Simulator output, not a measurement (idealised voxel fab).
The process module presented herein is designated voxel trench capacitor.
The cross-section shown here is cut; it is 295 nm wide and divided into square cells measuring 5 nm on a side.
Square cells in a grid make up a cross-section in this document, and the grid is given as bands, listed from the top down, each one or more rows of cells.
This entry defines a band. It first specifies the height of the band's top and the height of its bottom in nm, and then specifies the band's materials from left to right, stating each material with its width in nm. The word "edge to edge" identifies a single material that fills the band from edge to edge, while the word "air" identifies empty space.
Height datum 0, below which the as-received substrate wafer is one material. Lowest band open at the bottom, running downward: "z 0 and below".
When a width is written as two numbers, as in "30..40", the first number is the width in the top row of cells of the band and the second is the width in its bottom row, and the width changes by the same amount from each row to the next.
"no modifications", as given for a step, is the statement that not any cell of the cross-section underwent a change during that step.
Under "Trapped cavities" you'll find the enclosed gaps, the ones with no way out to the top, that are 8 cells or bigger; each reads width x height at distance, with distance counted from the left edge, everything in nm.
Anything after a step's settings on that line? It's the simulator's own note about the step.
The "overlay nm" setting may appear on a step's line; for a step that uses a mask, it gives how far to the right of its planned position the mask lay, and a negative value indicates the left.
PLANNED PROCESS STEPS
1. RECEIVE [material Si]
2. CONFORMAL_DEP [material SiN] [thk nm 5]
3. MASKED_ETCH [tone open] [mask id TRENCH] [width nm 20] [pitch nm 50] [etch materials SiN] [depth nm 5] [overlay nm 0]
4. MASKED_ETCH [tone open] [mask id TRENCH] [width nm 20] [pitch nm 50] [etch materials Si] [depth nm 30] [overlay nm 0]
5. CONFORMAL_DEP [material SiO2] [thk nm 5]
6. FILL_DEP [material polySi] [thk nm 10]
7. CMP [height nm 5]
THE FOLLOWING PERTAINS TO THE FIRST OF TWO WAFERS, WHICH WAS PROCESSED AS PLANNED
CROSS-SECTIONAL VIEW OF THE WAFER IN ITS AS-RECEIVED CONDITION, CORRESPONDING TO THE STATE AFTER STEP 1
    z 0 and below | Si edge to edge
    Trapped cavities: none
CROSS-SECTION OF THE WAFER AFTER STEP 2
    z 5 to 0 | SiN edge to edge
    Note: structure below 0 unchanged.
CROSS-SECTION OF THE WAFER AFTER STEP 3
    z 5 to 0 | 85 of SiN | 20 of air | 30 of SiN | 20 of air | 30 of SiN | 20 of air | 90 of SiN
    Note: structure below 0 unchanged.
CROSS-SECTION OF THE WAFER AFTER STEP 4
    z 5 to 0 | 85 of SiN | 20 of air | 30 of SiN | 20 of air | 30 of SiN | 20 of air | 90 of SiN
    z 0 to -30 | 85 of Si | 20 of air | 30 of Si | 20 of air | 30 of Si | 20 of air | 90 of Si
    Note: structure below -30 unchanged.
CROSS-SECTION OF THE WAFER AFTER STEP 5
    z 10 to 5 | 90 of SiO2 | 10 of air | 40 of SiO2 | 10 of air | 40 of SiO2 | 10 of air | 95 of SiO2
    z 5 to 0 | 85 of SiN | 5 of SiO2 | 10 of air | 5 of SiO2 | 30 of SiN | 5 of SiO2 | 10 of air | 5 of SiO2 | 30 of SiN | 5 of SiO2 | 10 of air | 5 of SiO2 | 90 of SiN
    z 0 to -25 | 85 of Si | 5 of SiO2 | 10 of air | 5 of SiO2 | 30 of Si | 5 of SiO2 | 10 of air | 5 of SiO2 | 30 of Si | 5 of SiO2 | 10 of air | 5 of SiO2 | 90 of Si
    z -25 to -30 | 85 of Si | 20 of SiO2 | 30 of Si | 20 of SiO2 | 30 of Si | 20 of SiO2 | 90 of Si
    Note: structure below -30 unchanged.
CROSS-SECTION OF THE WAFER AFTER STEP 6
    z 20 to 10 | polySi edge to edge
    z 10 to 5 | 90 of SiO2 | 10 of polySi | 40 of SiO2 | 10 of polySi | 40 of SiO2 | 10 of polySi | 95 of SiO2
    z 5 to 0 | 85 of SiN | 5 of SiO2 | 10 of polySi | 5 of SiO2 | 30 of SiN | 5 of SiO2 | 10 of polySi | 5 of SiO2 | 30 of SiN | 5 of SiO2 | 10 of polySi | 5 of SiO2 | 90 of SiN
    z 0 to -25 | 85 of Si | 5 of SiO2 | 10 of polySi | 5 of SiO2 | 30 of Si | 5 of SiO2 | 10 of polySi | 5 of SiO2 | 30 of Si | 5 of SiO2 | 10 of polySi | 5 of SiO2 | 90 of Si
    Note: structure below -25 unchanged.
CROSS-SECTION OF THE WAFER AFTER STEP 7
    z 5 to 0 | 85 of SiN | 5 of SiO2 | 10 of polySi | 5 of SiO2 | 30 of SiN | 5 of SiO2 | 10 of polySi | 5 of SiO2 | 30 of SiN | 5 of SiO2 | 10 of polySi | 5 of SiO2 | 90 of SiN
    Note: structure below 0 unchanged.
WAFER TWO. SAME START, SAME PLAN, ONE SLIP IN EXECUTION. SAME AS WAFER ONE THROUGH STEP 6, INCLUSIVE
The second wafer cut through, at the time step 7 was supposed to be finished: no modifications
In executing the process, a mistake was made relative to the plan: with respect to the plan, step 7 was omitted and not executed
Counted in cells at the end, the second wafer holds more or fewer of these materials than the first: SiO2: 53 more, polySi: 124 more
